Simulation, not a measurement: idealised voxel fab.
Process module name: voxel tone inversion
Section cut is 210 nm wide and gridded with 5 nm square cells.
How to read a cross-section here: the picture is a grid of square cells, written as bands going from the top down, and any band can span one or more rows of cells. It is stipulated that each band's entry specify, in nanometres, the height of the top of the band and then that of its bottom, followed by the materials of the band in left-to-right sequence, each together with its width in nanometres. A single material marked by the word "everywhere" is understood to fill the band from edge to edge; the word "air" is understood to denote empty space. Convention: height 0 is the level below which the wafer, as received, is all one material. The lowest band does not terminate at the bottom but continues downward, represented as "0 down". When a width is written as two numbers, as in "30->40", the first number is the width in the top row of cells of the band and the second is the width in its bottom row, and the width changes by the same amount from each row to the next. "no alterations made" for a step: no cell of the cross-section changed in that step. Heads up: "Sealed void listing" only lists the empty pockets with no open path to the top that are 8 cells or more, and it writes them as width x height at distance, distance from the left edge, in nm. The remark found on a step's line after its settings is issued by the simulator itself and pertains to that step. The optional step-line setting "overlay nm" applies to steps with a mask and quantifies how far to the right of its planned location the mask lay, a negative value indicating leftward placement.

# Planned step list for the process
1. op RECEIVE | material Si
2. op CONFORMAL_DEP | material SiN | thk nm 10
3. op DIRECTIONAL_DEP | material aC | thk nm 25
4. op PATTERN | tone cover | mask id POSTS | material resist | width nm 20 | pitch nm 40 | thk nm 30 | overlay nm 0
5. op DIRECTIONAL_ETCH | etch materials aC | depth nm 25
6. op STRIP | etch materials resist
7. op FILL_DEP | material lowk | thk nm 10
8. op CMP | height nm 35
9. op STRIP | etch materials aC
10. op CONFORMAL_DEP | material TiN | thk nm 5
11. op FILL_DEP | material W | thk nm 5
12. op CMP | height nm 35
13. op CONFORMAL_DEP | material SiCN | thk nm 5

# So this is the incoming wafer in cross-section - it's already been through step 1
0 down: Si everywhere
Sealed void listing: none

# Cross-section: first of two wafers, module finished, run according to plan
40 to 35: SiCN everywhere
35 to 15: lowk=75; TiN=5; W=10; TiN=5; lowk=20; TiN=5; W=10; TiN=5; lowk=75
15 to 10: lowk=75; TiN=20; lowk=20; TiN=20; lowk=75
10 to 0: SiN everywhere
0 down: Si everywhere
Sealed void listing: none

# Cross-sectional view: second of two wafers, end of module; start and plan identical to the first, one mistake in running
40 to 35: SiCN everywhere
35 to 15: lowk=65; TiN=5; W=10; TiN=5; lowk=20; TiN=5; W=10; TiN=5; lowk=85
15 to 10: lowk=65; TiN=20; lowk=20; TiN=20; lowk=85
10 to 0: SiN everywhere
0 down: Si everywhere
Sealed void listing: none
Finding, execution versus plan: step 4 deviated from plan and actually ran as op PATTERN | tone cover | mask id POSTS | material resist | width nm 20 | pitch nm 40 | thk nm 30 | overlay nm -10
If you tally the cells, the second wafer ends up with the same amount of every material as the first; it's all just sitting in different places.
